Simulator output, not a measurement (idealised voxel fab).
process module | voxel ribs on slabs
cross-section cut | 295 nm wide | cells 5 nm
A cross-section is a grid of square cells, given in bands from the top down. A band is one or more rows of cells.
Each band's line starts with the height of the band's top and of its bottom, in nm. Then come its materials from left to right, each with its width in nm. One material with "throughout" fills the band from edge to edge. "air" is empty space.
Height 0 is the level under which the wafer as received is all one material. The lowest band goes on downwards, as in "0 down".
A width such as "30 to 40" changes by the same amount from each row of cells to the next, from the band's top row to its bottom row.
"no change" after a step means that no cell of the cross-section changed.
closed voids: empty space of 8 cells or more with no open way to the top, each as width x height at its distance from the left edge, in nm
after a step's settings: what the simulator itself notes on the step
overlay nm, on a step with a mask: how far to the right of its planned place the mask lay; to the left if negative
plan
1 op RECEIVE | material Si
2 op DIRECTIONAL_DEP | material SiO2 | thk nm 30
3 op DIRECTIONAL_DEP | material SiN | thk nm 15
4 op PATTERN | tone cover | mask id RIB | material resist | width nm 15 | thk nm 20 | overlay nm 0
5 op DIRECTIONAL_ETCH | etch materials SiN | depth nm 10
6 op STRIP | etch materials resist
7 op MASKED_ETCH | tone cover | mask id SLAB | width nm 75 | etch materials SiN | depth nm 5 | overlay nm 0
8 op FILL_DEP | material SiO2 | thk nm 25
9 op CMP | height nm 65
10 op DIRECTIONAL_DEP | material W | thk nm 10
11 op DIRECTIONAL_DEP | material aC | thk nm 15
12 op PATTERN | tone cover | mask id HEATER | material resist | width nm 25 | thk nm 35 | overlay nm 0
13 op DIRECTIONAL_ETCH | etch materials aC | depth nm 15
14 op STRIP | etch materials resist
15 op DIRECTIONAL_ETCH | etch materials W | depth nm 10
16 op STRIP | etch materials aC
17 op CONFORMAL_DEP | material SiO2 | thk nm 5
as received, after step 1
  0 down: Si throughout
  closed voids: none
a wafer at the end: this start, this plan, one mistake
  80 to 75: air 130 | SiO2 35 | air 130
  75 to 70: air 130 | SiO2 5 | W 25 | SiO2 5 | air 130
  70 to 65: SiO2 135 | W 25 | SiO2 135
  65 to 45: SiO2 throughout
  45 to 35: SiO2 140 | SiN 15 | SiO2 140
  35 to 30: SiO2 110 | SiN 75 | SiO2 110
  30 to 0: aC throughout
  0 down: Si throughout
  closed voids: none
what went wrong: step 2 ran as: op DIRECTIONAL_DEP | material aC | thk nm 30
